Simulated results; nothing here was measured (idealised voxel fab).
The name of this process module is voxel capacitor over wiring.
Pictured: cross-section cut, 255 nm wide, on a grid of 5 nm square cells.
A cross-section is a grid of square cells, given in bands from the top down. A band is one or more rows of cells.
Band entry format. Leading values: height of top, height of bottom, nm. Remainder: materials in left-to-right order, each with its width in nm. Special words: "all across" on a single material, which then fills the band edge to edge; "empty", empty space.
Counting heights begins at 0, where everything beneath is, in the wafer as received, one material. The lowest band has no bottom; it goes on downwards, as "top 0, no bottom" shows.
The expression "30..40" gives the width at the extremes of the band, the first number at its top row of cells and the second at its bottom row, with the width changing by equal amounts from each row to the next in between.
No cell of the cross-section changed in a step that is given as "changes: none".
So "Fully sealed cavities" is basically the list of trapped voids: any empty space of 8 cells or more that can't reach the top through an opening. They're written width x height at distance, the distance being from the left edge, and it's all nm.
Step line, after settings: the simulator's comment on this step.
overlay nm, on a step with a mask: how far to the right of its planned place the mask lay; to the left if negative
**Process steps foreseen in the plan**
1) RECEIVE, material Si
2) CONFORMAL_DEP, material SiO2, thk nm 10
3) CONFORMAL_DEP, material SiN, thk nm 5
4) DIRECTIONAL_DEP, material SiO2, thk nm 20
5) PATTERN, tone open, mask id METAL_1, material resist, width nm 30, pitch nm 80, thk nm 15, overlay nm 0
6) DIRECTIONAL_ETCH, etch materials SiO2, depth nm 20
7) DIRECTIONAL_ETCH, etch materials SiN, depth nm 5
8) STRIP, etch materials resist
9) CONFORMAL_DEP, material TiN, thk nm 5
10) FILL_DEP, material Ru, thk nm 5
11) CMP, height nm 35
12) EPI, material Ru, thk nm 5
13) FILL_DEP, material SiCN, thk nm 5
14) DIRECTIONAL_DEP, material lowk, thk nm 10
15) PATTERN, tone open, mask id PLUG_1, material resist, width nm 15, thk nm 15, overlay nm 0
16) DIRECTIONAL_ETCH, etch materials lowk, depth nm 10
17) DIRECTIONAL_ETCH, etch materials SiCN, depth nm 5
18) STRIP, etch materials resist
19) EPI, material Ru, thk nm 10
20) EPI, material Ru, thk nm 5
21) DIRECTIONAL_DEP, material TiN, thk nm 5
22) DIRECTIONAL_DEP, material SiN, thk nm 5
23) DIRECTIONAL_DEP, material TiN, thk nm 10
24) DIRECTIONAL_DEP, material aC, thk nm 10
25) PATTERN, tone cover, mask id UPPER_PLATE, material resist, width nm 55, thk nm 25, overlay nm 0
26) DIRECTIONAL_ETCH, etch materials aC, depth nm 10
27) STRIP, etch materials resist
28) DIRECTIONAL_ETCH, etch materials TiN, depth nm 10
29) DIRECTIONAL_ETCH, etch materials SiN, depth nm 5
30) STRIP, etch materials aC
31) PATTERN, tone cover, mask id LOWER_PLATE, material resist, width nm 65, thk nm 20, overlay nm 0
32) DIRECTIONAL_ETCH, etch materials TiN, depth nm 5
33) STRIP, etch materials resist
34) FILL_DEP, material SiO2, thk nm 15
35) CMP, height nm 85
36) DIRECTIONAL_DEP, material aC, thk nm 10
37) PATTERN, tone open, mask id PLUG_2, material resist, width nm 15, thk nm 30, overlay nm 0
38) DIRECTIONAL_ETCH, etch materials aC, depth nm 10
39) STRIP, etch materials resist
40) DIRECTIONAL_ETCH, etch materials SiO2, depth nm 10
41) STRIP, etch materials aC
42) CONFORMAL_DEP, material TiN, thk nm 5
43) FILL_DEP, material Ru, thk nm 5
44) CMP, height nm 85
45) CONFORMAL_DEP, material SiN, thk nm 5
**Shown in cross-section is the wafer as received, that is, as it stands after step 1**
  top 0, no bottom  Si all across
  Fully sealed cavities: none
**Cross-section taken at module completion on the first of two wafers; processed per the plan**
  top 90, bottom 85  SiN all across
  top 85, bottom 80  SiO2: 95 | TiN: 5 | Ru: 5 | TiN: 5 | SiO2: 145
  top 80, bottom 75  SiO2: 95 | TiN: 15 | SiO2: 145
  top 75, bottom 65  SiO2: 85 | TiN: 55 | SiO2: 115
  top 65, bottom 60  SiO2: 85 | SiN: 55 | SiO2: 115
  top 60, bottom 55  SiO2: 80 | TiN: 65 | SiO2: 110
  top 55, bottom 45  lowk: 85 | Ru: 15 | lowk: 155
  top 45, bottom 40  SiCN: 85 | Ru: 15 | SiCN: 155
  top 40, bottom 35  SiCN: 65 | Ru: 40 | SiCN: 40 | Ru: 40 | SiCN: 70
  top 35, bottom 15  SiO2: 70 | TiN: 5 | Ru: 20 | TiN: 5 | SiO2: 50 | TiN: 5 | Ru: 20 | TiN: 5 | SiO2: 75
  top 15, bottom 10  SiN: 70 | TiN: 30 | SiN: 50 | TiN: 30 | SiN: 75
  top 10, bottom 0  SiO2 all across
  top 0, no bottom  Si all across
  Fully sealed cavities: none
**Second of two wafers, module complete, sectioned: it shares the first wafer's start and plan but was run with one mistake**
  top 90, bottom 85  SiN all across
  top 85, bottom 80  SiO2: 95 | SiCN: 5 | Ru: 5 | SiCN: 5 | SiO2: 145
  top 80, bottom 75  SiO2: 95 | SiCN: 15 | SiO2: 145
  top 75, bottom 65  SiO2: 85 | TiN: 55 | SiO2: 115
  top 65, bottom 60  SiO2: 85 | SiN: 55 | SiO2: 115
  top 60, bottom 55  SiO2: 80 | TiN: 65 | SiO2: 110
  top 55, bottom 45  lowk: 85 | Ru: 15 | lowk: 155
  top 45, bottom 40  SiCN: 85 | Ru: 15 | SiCN: 155
  top 40, bottom 35  SiCN: 65 | Ru: 40 | SiCN: 40 | Ru: 40 | SiCN: 70
  top 35, bottom 15  SiO2: 70 | TiN: 5 | Ru: 20 | TiN: 5 | SiO2: 50 | TiN: 5 | Ru: 20 | TiN: 5 | SiO2: 75
  top 15, bottom 10  SiN: 70 | TiN: 30 | SiN: 50 | TiN: 30 | SiN: 75
  top 10, bottom 0  SiO2 all across
  top 0, no bottom  Si all across
  Fully sealed cavities: none
Diagnosis: step 42 off recipe, ran as CONFORMAL_DEP, material SiCN, thk nm 5
Final tally in cells, some materials are higher or lower on the second wafer than on the first: 5 more of SiCN | 5 fewer of TiN
